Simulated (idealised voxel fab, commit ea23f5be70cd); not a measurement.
process module | voxel self aligned vias
cross-section cut | 285 nm wide | cells 5 nm
A cross-section is a grid of square cells, given in bands from the top down. A band is one or more rows of cells.
Each band's line starts with the height of the band's top and of its bottom, in nm. Then come its materials from left to right, each with its width in nm. One material with "throughout" fills the band from edge to edge. "air" is empty space.
Height 0 is the level under which the wafer as received is all one material. The lowest band goes on downwards, as in "0 down".
A width such as "30 to 40" changes by the same amount from each row of cells to the next, from the band's top row to its bottom row.
"no change" after a step means that no cell of the cross-section changed.
closed voids: empty space of 8 cells or more with no open way to the top, each as width x height at its distance from the left edge, in nm
after a step's settings: what the simulator itself notes on the step
overlay nm, on a step with a mask: how far to the right of its planned place the mask lay; to the left if negative
plan
1 op RECEIVE | material Si
2 op CONFORMAL_DEP | material SiO2 | thk nm 10
3 op CONFORMAL_DEP | material SiCN | thk nm 5
4 op DIRECTIONAL_DEP | material lowk | thk nm 25
5 op MASKED_ETCH | tone open | mask id LINES | width nm 20 | pitch nm 45 | etch materials lowk | depth nm 25 | overlay nm 0
6 op CONFORMAL_DEP | material TiN | thk nm 5
7 op FILL_DEP | material W | thk nm 10
8 op CMP | height nm 40
9 op SELECTIVE_ETCH | etch materials W Ru TiN | depth nm 5
10 op FILL_DEP | material SiN | thk nm 5
11 op CMP | height nm 40
12 op DIRECTIONAL_DEP | material lowk | thk nm 20
13 op DIRECTIONAL_DEP | material aC | thk nm 10
14 op PATTERN | tone open | mask id VIAS | material resist | width nm 30 | pitch nm 90 | thk nm 30 | overlay nm 0
15 op DIRECTIONAL_ETCH | etch materials aC | depth nm 10
16 op STRIP | etch materials resist
17 op DIRECTIONAL_ETCH | etch materials lowk | depth nm 20
18 op DIRECTIONAL_ETCH | etch materials SiN | depth nm 5
19 op STRIP | etch materials aC
20 op CONFORMAL_DEP | material TiN | thk nm 5
21 op FILL_DEP | material Ru | thk nm 5
22 op CMP | height nm 60
23 op CONFORMAL_DEP | material SiCN | thk nm 5
as received, after step 1
  0 down: Si throughout
  closed voids: none
a wafer at the end: this start, this plan, one mistake
  65 to 60: SiCN throughout
  60 to 45: lowk 80 | TiN 5 | Ru 20 | TiN 5 | lowk 60 | TiN 5 | Ru 20 | TiN 5 | lowk 85
  45 to 40: lowk 80 | TiN 30 | lowk 60 | TiN 30 | lowk 85
  40 to 35: SiN 80 | TiN 5 | lowk 20 | TiN 5 | SiN 20 | lowk 20 | SiN 20 | TiN 5 | lowk 20 | TiN 5 | SiN 85
  35 to 20: W 80 | TiN 5 | lowk 20 | TiN 5 | W 15 | TiN 5 | lowk 20 | TiN 5 | W 15 | TiN 5 | lowk 20 | TiN 5 | W 85
  20 to 15: TiN 85 | lowk 20 | TiN 25 | lowk 20 | TiN 25 | lowk 20 | TiN 90
  15 to 10: SiCN throughout
  10 to 0: SiO2 throughout
  0 down: Si throughout
  closed voids: none
what went wrong: step 5 ran as: op MASKED_ETCH | tone cover | mask id LINES | width nm 20 | pitch nm 45 | etch materials lowk | depth nm 25 | overlay nm 0
